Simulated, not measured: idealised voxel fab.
process module | voxel released beams
cross-section cut | 230 nm wide | cells 5 nm
A cross-section is a grid of square cells, given in bands from the top down. A band is one or more rows of cells.
Each band's line starts with the height of the band's top and of its bottom, in nm. Then come its materials from left to right, each with its width in nm. One material with "throughout" fills the band from edge to edge. "air" is empty space.
Height 0 is the level under which the wafer as received is all one material. The lowest band goes on downwards, as in "0 down".
A width such as "30 to 40" changes by the same amount from each row of cells to the next, from the band's top row to its bottom row.
"no change" after a step means that no cell of the cross-section changed.
closed voids: empty space of 8 cells or more with no open way to the top, each as width x height at its distance from the left edge, in nm
after a step's settings: what the simulator itself notes on the step
overlay nm, on a step with a mask: how far to the right of its planned place the mask lay; to the left if negative
plan
1 op RECEIVE | material Si
2 op CONFORMAL_DEP | material SiN | thk nm 5
3 op DIRECTIONAL_DEP | material SiO2 | thk nm 10
4 op PATTERN | tone open | mask id ANCHOR | material resist | width nm 25 | thk nm 20 | overlay nm 0
5 op DIRECTIONAL_ETCH | etch materials SiO2 | depth nm 10
6 op STRIP | etch materials resist
7 op CONFORMAL_DEP | material polySi | thk nm 10
8 op DIRECTIONAL_DEP | material aC | thk nm 10
9 op PATTERN | tone cover | mask id BEAM | material resist | width nm 95 | thk nm 30 | overlay nm 0
10 op DIRECTIONAL_ETCH | etch materials aC | depth nm 10
11 op STRIP | etch materials resist
12 op DIRECTIONAL_ETCH | etch materials polySi | depth nm 10
13 op STRIP | etch materials aC
14 op STRIP | etch materials SiO2
first wafer, as planned
as received, after step 1
  0 down: Si throughout
  closed voids: none
after step 2
  5 to 0: SiN throughout
  below 0: unchanged
after step 3
  15 to 5: SiO2 throughout
  below 5: unchanged
after step 4
  35 to 15: resist 70 | air 25 | resist 135
  below 15: unchanged
after step 5
  35 to 15: resist 70 | air 25 | resist 135
  15 to 5: SiO2 70 | air 25 | SiO2 135
  below 5: unchanged
after step 6
  15 to 5: SiO2 70 | air 25 | SiO2 135
  below 5: unchanged
after step 7
  25 to 15: polySi 80 | air 5 | polySi 145
  15 to 5: SiO2 70 | polySi 25 | SiO2 135
  below 5: unchanged
after step 8
  35 to 25: aC 80 | air 5 | aC 145
  25 to 15: polySi 80 | aC 5 | polySi 145
  below 15: unchanged
after step 9
  65 to 35: air 65 | resist 95 | air 70
  35 to 25: aC 80 | resist 5 | aC 145
  below 25: unchanged
after step 10
  55 to 35: air 65 | resist 95 | air 70
  35 to 25: air 65 | aC 15 | resist 5 | aC 75 | air 70
  below 25: unchanged
after step 11
  35 to 25: air 65 | aC 15 | air 5 | aC 75 | air 70
  below 25: unchanged
after step 12
  35 to 25: air 65 | aC 15 | air 5 | aC 75 | air 70
  25 to 15: air 65 | polySi 15 | aC 5 | polySi 75 | air 70
  below 15: unchanged
after step 13
  25 to 15: air 65 | polySi 15 | air 5 | polySi 75 | air 70
  below 15: unchanged
after step 14
  25 to 15: air 65 | polySi 15 | air 5 | polySi 75 | air 70
  15 to 5: air 70 | polySi 25 | air 135
  below 5: unchanged
second wafer: like start, like plan, one mistake. Through step 3 it matches the first wafer
when step 4 should have ended
  35 to 15: resist 65 | air 35 | resist 130
  below 15: unchanged
when step 5 should have ended
  35 to 15: resist 65 | air 35 | resist 130
  15 to 5: SiO2 65 | air 35 | SiO2 130
  below 5: unchanged
when step 6 should have ended
  15 to 5: SiO2 65 | air 35 | SiO2 130
  below 5: unchanged
when step 7 should have ended
  25 to 15: polySi 75 | air 15 | polySi 140
  15 to 5: SiO2 65 | polySi 35 | SiO2 130
  below 5: unchanged
when step 8 should have ended
  35 to 25: aC 75 | air 15 | aC 140
  25 to 15: polySi 75 | aC 15 | polySi 140
  below 15: unchanged
when step 9 should have ended
  65 to 35: air 65 | resist 95 | air 70
  35 to 25: aC 75 | resist 15 | aC 140
  below 25: unchanged
when step 10 should have ended
  55 to 35: air 65 | resist 95 | air 70
  35 to 25: air 65 | aC 10 | resist 15 | aC 70 | air 70
  below 25: unchanged
when step 11 should have ended
  35 to 25: air 65 | aC 10 | air 15 | aC 70 | air 70
  below 25: unchanged
when step 12 should have ended
  35 to 25: air 65 | aC 10 | air 15 | aC 70 | air 70
  25 to 15: air 65 | polySi 10 | aC 15 | polySi 70 | air 70
  below 15: unchanged
when step 13 should have ended
  25 to 15: air 65 | polySi 10 | air 15 | polySi 70 | air 70
  below 15: unchanged
when step 14 should have ended
  25 to 15: air 65 | polySi 10 | air 15 | polySi 70 | air 70
  15 to 5: air 65 | polySi 35 | air 130
  below 5: unchanged
what went wrong: step 4 ran as: op PATTERN | tone open | mask id ANCHOR | material resist | width nm 35 | thk nm 20 | overlay nm 0
at the end the second wafer has, in cells: as many of each material as the first, in other places
